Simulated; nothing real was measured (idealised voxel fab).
Title: Process Module voxel fin reveal
Cross-sectional view cut (width: 255 nm; square cell size: 5 nm).
A cross-section is written here as square cells arranged in a grid, and it is given in bands from the top down, each band taking up one or more rows of cells.
Band entry format. Leading values: height of top, height of bottom, nm. Remainder: materials in left-to-right order, each with its width in nm. Special words: "edge to edge" on a single material, which then fills the band edge to edge; "empty", empty space.
Height reference: 0 = level under which incoming wafer is all one material. Lowest band: no bottom, runs on downward, e.g. "top 0, no bottom".
Width "30..40": first value at the band's top row of cells, second value at its bottom row, equal change from row to row.
"nothing was modified" after a step means that no cell of the cross-section changed.
Entry "Fully sealed voids". Content: empty spaces with no open connection to the top, size 8 cells or greater. Each: width x height at distance. Distance: from left edge. Unit: nm.
On a step's line, text after the settings is the simulator commenting on that step.
For masked steps, "overlay nm" on the step line gives how far right of plan the mask actually lay; a minus sign means it lay to the left.
### The steps planned for the process are as follows
step 1: RECEIVE | material Si
step 2: CONFORMAL_DEP | material SiN | thk nm 5
step 3: DIRECTIONAL_DEP | material aC | thk nm 10
step 4: PATTERN | tone cover | mask id FINS | material resist | width nm 15 | pitch nm 35 | thk nm 25 | overlay nm 0
step 5: DIRECTIONAL_ETCH | etch materials aC | depth nm 10
step 6: STRIP | etch materials resist
step 7: DIRECTIONAL_ETCH | etch materials SiN | depth nm 5
step 8: DIRECTIONAL_ETCH | etch materials Si | depth nm 30
step 9: STRIP | etch materials aC
step 10: FILL_DEP | material SiO2 | thk nm 15
step 11: CMP | height nm 5
step 12: SELECTIVE_ETCH | etch materials SiO2 | depth nm 15
step 13: STRIP | etch materials SiN
step 14: CONFORMAL_DEP | material HfO2 | thk nm 5
### As-received wafer cross-section (after step 1)
- top 0, no bottom: Si edge to edge
- Fully sealed voids: none
### The following cross-section depicts the wafer upon conclusion of the module. Processing commenced from the starting condition illustrated above and adhered to the plan illustrated above, save for one mistake in execution
- top 5, bottom 0: 75 nm empty, 25 nm HfO2, 10 nm empty, 25 nm HfO2, 10 nm empty, 25 nm HfO2, 85 nm empty
- top 0, bottom -5: 75 nm empty, 5 nm HfO2, 15 nm Si, 5 nm HfO2, 10 nm empty, 5 nm HfO2, 15 nm Si, 5 nm HfO2, 10 nm empty, 5 nm HfO2, 15 nm Si, 5 nm HfO2, 85 nm empty
- top -5, bottom -10: 80 nm HfO2, 15 nm Si, 20 nm HfO2, 15 nm Si, 20 nm HfO2, 15 nm Si, 90 nm HfO2
- top -10, bottom -30: 80 nm SiO2, 15 nm Si, 20 nm SiO2, 15 nm Si, 20 nm SiO2, 15 nm Si, 90 nm SiO2
- top -30, no bottom: Si edge to edge
- Fully sealed voids: none
Error vs. plan: contrary to plan, step 4 was performed as PATTERN | tone cover | mask id FINS | material resist | width nm 15 | pitch nm 35 | thk nm 25 | overlay nm -5
